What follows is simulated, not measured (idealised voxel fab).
The following is a process module called voxel double patterning.
185 nm wide, 5 nm square cells: that's cross-section cut.
Square cells in a grid make up a cross-section in this document, and the grid is given as bands, listed from the top down, each one or more rows of cells. Top height, bottom height, nm. Materials left to right, width each, nm. Single material + "all across" = fills band edge to edge. "blank" = empty. Height reference: 0 = level under which incoming wafer is all one material. Lowest band: no bottom, runs on downward, e.g. "top 0, no bottom". The notation "30->40" denotes a width that varies across the rows of cells in the band, beginning at the first number in the top row, finishing at the second number in the bottom row, and changing by an identical amount from each row to the next. Where the words "no modifications" appear for a step, the cross-section shows no cell changed by that step; every cell remained as before. Closed-off voids of 8+ cells (no open route to the top) go in "Closed void register", written width x height at distance from the left edge, in nm. Post-settings text on a step line: simulator's own remark regarding the step. On any step carrying a mask, the "overlay nm" setting, if present on the step's line, tells how far right of its planned place the mask lay; negative values point to the left.

**The planned process steps are enumerated hereunder**
| 1 | RECEIVE with material Si |
| 2 | CONFORMAL_DEP with material SiO2, thk nm 5 |
| 3 | DIRECTIONAL_DEP with material TiN, thk nm 15 |
| 4 | DIRECTIONAL_DEP with material SiN, thk nm 10 |
| 5 | DIRECTIONAL_DEP with material aC, thk nm 15 |
| 6 | PATTERN with tone open, mask id FIRST, material resist, width nm 15, pitch nm 50, thk nm 30, overlay nm 0 |
| 7 | DIRECTIONAL_ETCH with etch materials aC, depth nm 15 |
| 8 | STRIP with etch materials resist |
| 9 | DIRECTIONAL_ETCH with etch materials SiN, depth nm 10 |
| 10 | STRIP with etch materials aC |
| 11 | PATTERN with tone open, mask id SECOND, material resist, width nm 15, pitch nm 50, thk nm 20, overlay nm 0 |
| 12 | DIRECTIONAL_ETCH with etch materials SiN, depth nm 5 |
| 13 | STRIP with etch materials resist |
| 14 | DIRECTIONAL_ETCH with etch materials TiN, depth nm 15 |
| 15 | STRIP with etch materials SiN |
Among the wafers covered here, the point of difference is the depth nm at step 12; their starting state is shared, and the plan presents the value of the first wafer.

**First of several wafers (as received, post step 1), cross-sectional view**
* top 0, no bottom | Si all across
* Closed void register: none

**Each row below is a wafer at the end of the module, listing for every material the number of cells it has gained (+) or lost (-) since it was received, followed by its closed voids**
depth nm 5; +37 SiO2; +84 TiN; Closed void register: none
depth nm 10; +37 SiO2; +66 TiN; Closed void register: none
depth nm 15; +37 SiO2; +66 TiN; Closed void register: none
depth nm 20; +37 SiO2; +66 TiN; Closed void register: none
depth nm 25; +37 SiO2; +66 TiN; Closed void register: none
